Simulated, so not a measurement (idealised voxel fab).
Process module, titled voxel fin reveal
245 nm wide, 5 nm square cells: that's cross-section cut.
Cross-section spec: square-cell grid; bands listed top down; each band is one or more rows. In this notation a band is specified by the heights of its top and bottom, in that order and in nm, after which its materials appear from left to right, each paired with its width in nm. The word "everywhere" attached to a single material means that material fills the band from edge to edge; the word "air" stands for empty space. Height datum 0, below which the as-received substrate wafer is one material. Lowest band open at the bottom, running downward: "from 0 down". When a width is written as two numbers, as in "30 to 40", the first number is the width in the top row of cells of the band and the second is the width in its bottom row, and the width changes by the same amount from each row to the next. Basically "all unchanged" means that step didn't change any cell in the cross-section. Basically, "Closed cavities" tells you about the enclosed voids: empty spaces with no open way to the top, 8 cells or bigger, each written width x height at distance, where distance is from the left edge, all in nm. Text after the settings on a step's line: the simulator's own remark on that step. overlay nm: where the mask lay relative to plan, measured to the right, on steps with a mask; negatives go left.
PLANNED STEP LIST FOR THE PROCESS
1. RECEIVE with material Si
2. CONFORMAL_DEP with material SiN, thk nm 5
3. MASKED_ETCH with tone cover, mask id FINS, width nm 15, pitch nm 45, etch materials SiN, depth nm 5, overlay nm 0
4. MASKED_ETCH with tone cover, mask id FINS, width nm 15, pitch nm 45, etch materials Si, depth nm 30, overlay nm 0
5. OXIDIZE with depth nm 5
6. FILL_DEP with material SiO2, thk nm 10
7. CMP with height nm 5
8. SELECTIVE_ETCH with etch materials SiO2, depth nm 20
9. STRIP with etch materials SiN
10. CONFORMAL_DEP with material HfO2, thk nm 5
THE CROSS-SECTION HERE SHOWS THE WAFER AS RECEIVED, I.E. IN ITS STATE AFTER STEP 1
  from 0 down | Si everywhere
  Closed cavities: none
SAME STARTING WAFER, SAME PLAN AS ABOVE, ONE MISTAKE IN THE EXECUTION; THIS IS THE CROSS-SECTION AT THE END OF THE MODULE
  from 0 to -5 | air 70 | HfO2 15 | air 30 | HfO2 15 | air 30 | HfO2 15 | air 70
  from -5 to -10 | air 70 | HfO2 5 | Si 5 | HfO2 5 | air 30 | HfO2 5 | Si 5 | HfO2 5 | air 30 | HfO2 5 | Si 5 | HfO2 5 | air 70
  from -10 to -15 | HfO2 75 | Si 5 | HfO2 40 | Si 5 | HfO2 40 | Si 5 | HfO2 75
  from -15 to -35 | SiO2 75 | Si 5 | SiO2 40 | Si 5 | SiO2 40 | Si 5 | SiO2 75
  from -35 down | Si everywhere
  Closed cavities: none
Plan not followed: step 2 of the plan did not run at all; it was left out
